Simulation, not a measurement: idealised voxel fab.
process module | voxel quadruple lines
cross-section cut | 260 nm wide | cells 5 nm
A cross-section is a grid of square cells, given in bands from the top down. A band is one or more rows of cells.
Each band's line starts with the height of the band's top and of its bottom, in nm. Then come its materials from left to right, each with its width in nm. One material with "throughout" fills the band from edge to edge. "air" is empty space.
Height 0 is the level under which the wafer as received is all one material. The lowest band goes on downwards, as in "0 down".
A width such as "30 to 40" changes by the same amount from each row of cells to the next, from the band's top row to its bottom row.
"no change" after a step means that no cell of the cross-section changed.
closed voids: empty space of 8 cells or more with no open way to the top, each as width x height at its distance from the left edge, in nm
after a step's settings: what the simulator itself notes on the step
overlay nm, on a step with a mask: how far to the right of its planned place the mask lay; to the left if negative
plan
1 op RECEIVE | material Si
2 op CONFORMAL_DEP | material Al2O3 | thk nm 5
3 op DIRECTIONAL_DEP | material Ru | thk nm 10
4 op DIRECTIONAL_DEP | material polySi | thk nm 15
5 op DIRECTIONAL_DEP | material aC | thk nm 25
6 op PATTERN | tone cover | mask id MANDREL | material resist | width nm 30 | pitch nm 80 | thk nm 35 | overlay nm 0
7 op DIRECTIONAL_ETCH | etch materials aC | depth nm 25
8 op STRIP | etch materials resist
9 op CONFORMAL_DEP | material SiO2 | thk nm 10
10 op DIRECTIONAL_ETCH | etch materials SiO2 | depth nm 10
11 op STRIP | etch materials aC
12 op DIRECTIONAL_ETCH | etch materials polySi | depth nm 15
13 op STRIP | etch materials SiO2
14 op CONFORMAL_DEP | material SiCN | thk nm 10
15 op DIRECTIONAL_ETCH | etch materials SiCN | depth nm 10
16 op STRIP | etch materials polySi
17 op DIRECTIONAL_ETCH | etch materials Ru | depth nm 10
18 op STRIP | etch materials SiCN
as received, after step 1
  0 down: Si throughout
  closed voids: none
first wafer at the end, as planned
  15 to 5: air 55 | Ru 10 | air 10 | Ru 10 | air 10 | Ru 10 | air 10 | Ru 10 | air 10 | Ru 10 | air 10 | Ru 10 | air 10 | Ru 10 | air 10 | Ru 10 | air 55
  5 to 0: Al2O3 throughout
  0 down: Si throughout
  closed voids: none
second wafer at the end: like start, like plan, one mistake
  45 to 30: Ru throughout
  30 to 15: polySi throughout
  15 to 5: Ru throughout
  5 to 0: Al2O3 throughout
  0 down: Si throughout
  closed voids: none
what went wrong: step 5 ran as: op DIRECTIONAL_DEP | material Ru | thk nm 25
at the end the second wafer has, in cells: 228 more of Ru | 156 more of polySi
